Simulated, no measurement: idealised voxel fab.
The following process module bears the name voxel local oxidation.
Displayed cross-section: cut, width of 300 nm, square cells sized 5 nm.
Think of the cross-section as a grid of square cells. We describe it in bands, top to bottom, and each band covers one or more rows of those cells. The entry gives the band's vertical extent as a top height and a bottom height in nm, then its horizontal make-up as materials from left to right, each with a width in nm. "empty" stands for empty space; a single material marked "throughout" fills the band edge to edge. Zero point of the height axis is 0; under it, received wafer = one material. Lowest band: continues down indefinitely, "0 -> down". A two-number width, for instance "30..40", indicates that the width is equal to the first number in the top row of the band and to the second number in the bottom row, and that it changes by a constant amount per row of cells. Given "nothing different" for a step, no cell of the cross-section differs between before and after that step. "Enclosed cavity list" specifies each empty space that is not open to the top and that occupies no fewer than 8 cells, using the form width x height at distance, the distance measured from the left edge and all three quantities in nm. Past the settings on a step's line: simulator remark, on that step. When a step includes a mask, the "overlay nm" setting on its line states how far to the right of its planned place that mask lay, and negative values state how far to the left.

Listed below are the process steps as planned:
1: RECEIVE: material Si
2: CONFORMAL_DEP: material SiO2, thk nm 5
3: CONFORMAL_DEP: material SiN, thk nm 15
4: PATTERN: tone cover, mask id ACTIVE, material resist, width nm 105, thk nm 20, overlay nm 0
5: DIRECTIONAL_ETCH: etch materials SiN, depth nm 15
6: STRIP: etch materials resist
7: SELECTIVE_ETCH: etch materials SiO2, depth nm 5
8: OXIDIZE: depth nm 10
9: STRIP: etch materials SiN

The first of a set of two wafers, run to plan:

Cross-section of the incoming wafer, state after step 1:
* 0 -> down  Si throughout
* Enclosed cavity list: none

You're looking at a cross-section of the wafer after step 2:
* 5 -> 0  SiO2 throughout
* Heights below 0 show no change.

You're looking at a cross-section of the wafer after step 3:
* 20 -> 5  SiN throughout
* Heights below 5 show no change.

You're looking at a cross-section of the wafer after step 4:
* 40 -> 20  empty=95; resist=105; empty=100
* Heights below 20 show no change.

You're looking at a cross-section of the wafer after step 5:
* 40 -> 20  empty=95; resist=105; empty=100
* 20 -> 5  empty=95; SiN=105; empty=100
* Heights below 5 show no change.

You're looking at a cross-section of the wafer after step 6:
* 20 -> 5  empty=95; SiN=105; empty=100
* Heights below 5 show no change.

You're looking at a cross-section of the wafer after step 7:
* 20 -> 5  empty=95; SiN=105; empty=100
* 5 -> 0  empty=100; SiO2=95; empty=105
* Heights below 0 show no change.

You're looking at a cross-section of the wafer after step 8:
* 20 -> 5  empty=95; SiN=105; empty=100
* 5 -> 0  empty=100; SiO2=95; empty=105
* 0 -> -10  SiO2=110; Si=75; SiO2=115
* Heights below -10 show no change.

You're looking at a cross-section of the wafer after step 9:
* 5 -> 0  empty=100; SiO2=95; empty=105
* Heights below 0 show no change.

Second of two: same start, same plan, one run error; steps up to and including 4 match the first:

Second wafer, section view, time point: scheduled end of step 5:
* 40 -> 20  empty=95; resist=105; empty=100
* 20 -> 5  empty=95; SiN=105; empty=100
* Heights below 5 show no change.

Second wafer, section view, time point: scheduled end of step 6:
* 20 -> 5  empty=95; SiN=105; empty=100
* Heights below 5 show no change.

Second wafer, section view, time point: scheduled end of step 7:
* 20 -> 5  empty=95; SiN=105; empty=100
* 5 -> 0  empty=100; SiO2=95; empty=105
* Heights below 0 show no change.

Second wafer, section view, time point: scheduled end of step 8:
* 20 -> 5  empty=95; SiN=105; empty=100
* 5 -> 0  empty=100; SiO2=95; empty=105
* 0 -> -10  SiO2=110; Si=75; SiO2=115
* Heights below -10 show no change.

Second wafer, section view, time point: scheduled end of step 9:
* 5 -> 0  empty=100; SiO2=95; empty=105
* Heights below 0 show no change.
Short version of what went wrong: step 5 of the plan saw execution twice
Same final cross-section on the two wafers, so the model's numbers don't move because of the mistake.
